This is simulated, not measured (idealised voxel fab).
You're looking at the process module voxel gate over fins.
Section shown: cut. Width: 155 nm. Cell size: 5 nm, square.
Think of the cross-section as a grid of square cells. We describe it in bands, top to bottom, and each band covers one or more rows of those cells.
For a band, the entry starts with two heights in nm, that of the top and then that of the bottom, and carries on with the band's materials in order from left to right, each alongside its width in nm; the word "edge to edge" beside a single material means it fills the band edge to edge, and "empty" means empty space.
Height reference: 0 = level under which incoming wafer is all one material. Lowest band: no bottom, runs on downward, e.g. "top 0, no bottom".
Width "30->40": first value at the band's top row of cells, second value at its bottom row, equal change from row to row.
When a step is marked "nothing changed", none of the cells in the cross-section changed during that step.
Entry "Closed internal voids". Content: empty spaces with no open connection to the top, size 8 cells or greater. Each: width x height at distance. Distance: from left edge. Unit: nm.
If you see something after the settings on a step's line, that's the simulator's own remark about that step.
The optional step-line setting "overlay nm" applies to steps with a mask and quantifies how far to the right of its planned location the mask lay, a negative value indicating leftward placement.
Steps in the process plan:
1 RECEIVE (material Si)
2 CONFORMAL_DEP (material SiN; thk nm 10)
3 DIRECTIONAL_DEP (material aC; thk nm 15)
4 PATTERN (tone cover; mask id FINS; material resist; width nm 15; pitch nm 50; thk nm 35; overlay nm 0)
5 DIRECTIONAL_ETCH (etch materials aC; depth nm 15)
6 STRIP (etch materials resist)
7 DIRECTIONAL_ETCH (etch materials SiN; depth nm 10)
8 DIRECTIONAL_ETCH (etch materials Si; depth nm 35)
9 STRIP (etch materials aC)
10 FILL_DEP (material SiO2; thk nm 5)
11 CMP (height nm 10)
12 DIRECTIONAL_DEP (material aC; thk nm 10)
13 PATTERN (tone open; mask id RAIL; material resist; width nm 15; thk nm 30; overlay nm 0)
14 DIRECTIONAL_ETCH (etch materials aC; depth nm 10)
15 STRIP (etch materials resist)
16 DIRECTIONAL_ETCH (etch materials SiO2; depth nm 40)
17 STRIP (etch materials aC)
18 CONFORMAL_DEP (material TiN; thk nm 5)
19 FILL_DEP (material W; thk nm 5)
20 CMP (height nm 10)
21 SELECTIVE_ETCH (etch materials W Ru TiN; depth nm 25)
22 FILL_DEP (material SiO2; thk nm 5)
23 CMP (height nm 10)
24 SELECTIVE_ETCH (etch materials SiO2; depth nm 20)
25 STRIP (etch materials SiN)
26 CONFORMAL_DEP (material HfO2; thk nm 5)
27 CONFORMAL_DEP (material TiN; thk nm 5)
28 FILL_DEP (material W; thk nm 15)
29 CMP (height nm 20)
30 CONFORMAL_DEP (material SiN; thk nm 10)
Shown in cross-section is the wafer as received, that is, as it stands after step 1:
top 0, no bottom: Si edge to edge
Closed internal voids: none
Cross-section taken at module completion on the first of two wafers; processed per the plan:
top 30, bottom 20: SiN edge to edge
top 20, bottom 10: W edge to edge
top 10, bottom 5: 10 of W  35 of TiN  15 of W  35 of TiN  15 of W  35 of TiN  10 of W
top 5, bottom 0: 10 of W  5 of TiN  25 of HfO2  5 of TiN  15 of W  5 of TiN  25 of HfO2  5 of TiN  15 of W  5 of TiN  25 of HfO2  5 of TiN  10 of W
top 0, bottom -5: 15 of TiN  5 of HfO2  15 of Si  5 of HfO2  25 of TiN  5 of HfO2  15 of Si  5 of HfO2  25 of TiN  5 of HfO2  15 of Si  5 of HfO2  15 of TiN
top -5, bottom -10: 20 of HfO2  15 of Si  35 of HfO2  15 of Si  35 of HfO2  15 of Si  20 of HfO2
top -10, bottom -15: 20 of SiO2  15 of Si  35 of SiO2  15 of Si  35 of SiO2  15 of Si  20 of SiO2
top -15, bottom -25: 20 of SiO2  15 of Si  10 of SiO2  5 of TiN  5 of W  5 of TiN  10 of SiO2  15 of Si  35 of SiO2  15 of Si  20 of SiO2
top -25, bottom -30: 20 of SiO2  15 of Si  10 of SiO2  15 of TiN  10 of SiO2  15 of Si  35 of SiO2  15 of Si  20 of SiO2
top -30, bottom -35: 20 of SiO2  15 of Si  35 of SiO2  15 of Si  35 of SiO2  15 of Si  20 of SiO2
top -35, no bottom: Si edge to edge
Closed internal voids: none
Same start, same plan as the first wafer - but one mistake in the run. Cross-section of the second of the two at the end of the module:
top 30, bottom 20: SiN edge to edge
top 20, bottom 10: W edge to edge
top 10, bottom 5: 10 of W  35 of TiN  15 of W  35 of TiN  15 of W  35 of TiN  10 of W
top 5, bottom 0: 10 of W  5 of TiN  25 of HfO2  5 of TiN  15 of W  5 of TiN  25 of HfO2  5 of TiN  15 of W  5 of TiN  25 of HfO2  5 of TiN  10 of W
top 0, bottom -5: 10 of W  5 of TiN  5 of HfO2  15 of Si  5 of HfO2  5 of TiN  15 of W  5 of TiN  5 of HfO2  15 of Si  5 of HfO2  5 of TiN  15 of W  5 of TiN  5 of HfO2  15 of Si  5 of HfO2  5 of TiN  10 of W
top -5, bottom -10: 10 of W  5 of TiN  5 of HfO2  15 of Si  5 of HfO2  25 of TiN  5 of HfO2  15 of Si  5 of HfO2  5 of TiN  15 of W  5 of TiN  5 of HfO2  15 of Si  5 of HfO2  5 of TiN  10 of W
top -10, bottom -15: 10 of W  5 of TiN  5 of HfO2  15 of Si  35 of HfO2  15 of Si  5 of HfO2  5 of TiN  15 of W  5 of TiN  5 of HfO2  15 of Si  5 of HfO2  5 of TiN  10 of W
top -15, bottom -20: 10 of W  5 of TiN  5 of HfO2  15 of Si  10 of HfO2  5 of TiN  5 of W  5 of TiN  10 of HfO2  15 of Si  5 of HfO2  5 of TiN  15 of W  5 of TiN  5 of HfO2  15 of Si  5 of HfO2  5 of TiN  10 of W
top -20, bottom -25: 15 of TiN  5 of HfO2  15 of Si  10 of HfO2  5 of TiN  5 of W  5 of TiN  10 of HfO2  15 of Si  5 of HfO2  25 of TiN  5 of HfO2  15 of Si  5 of HfO2  15 of TiN
top -25, bottom -30: 20 of HfO2  15 of Si  10 of HfO2  15 of TiN  10 of HfO2  15 of Si  35 of HfO2  15 of Si  20 of HfO2
top -30, bottom -35: 20 of SiO2  15 of Si  35 of SiO2  15 of Si  35 of SiO2  15 of Si  20 of SiO2
top -35, no bottom: Si edge to edge
Closed internal voids: none
Misprocessing identified: step 24, plan: ran twice
Once processing is complete, comparing cell counts shows that the second wafer has more or fewer of certain materials than the first: 30 more of HfO2, 79 fewer of SiO2, 18 more of TiN, 31 more of W
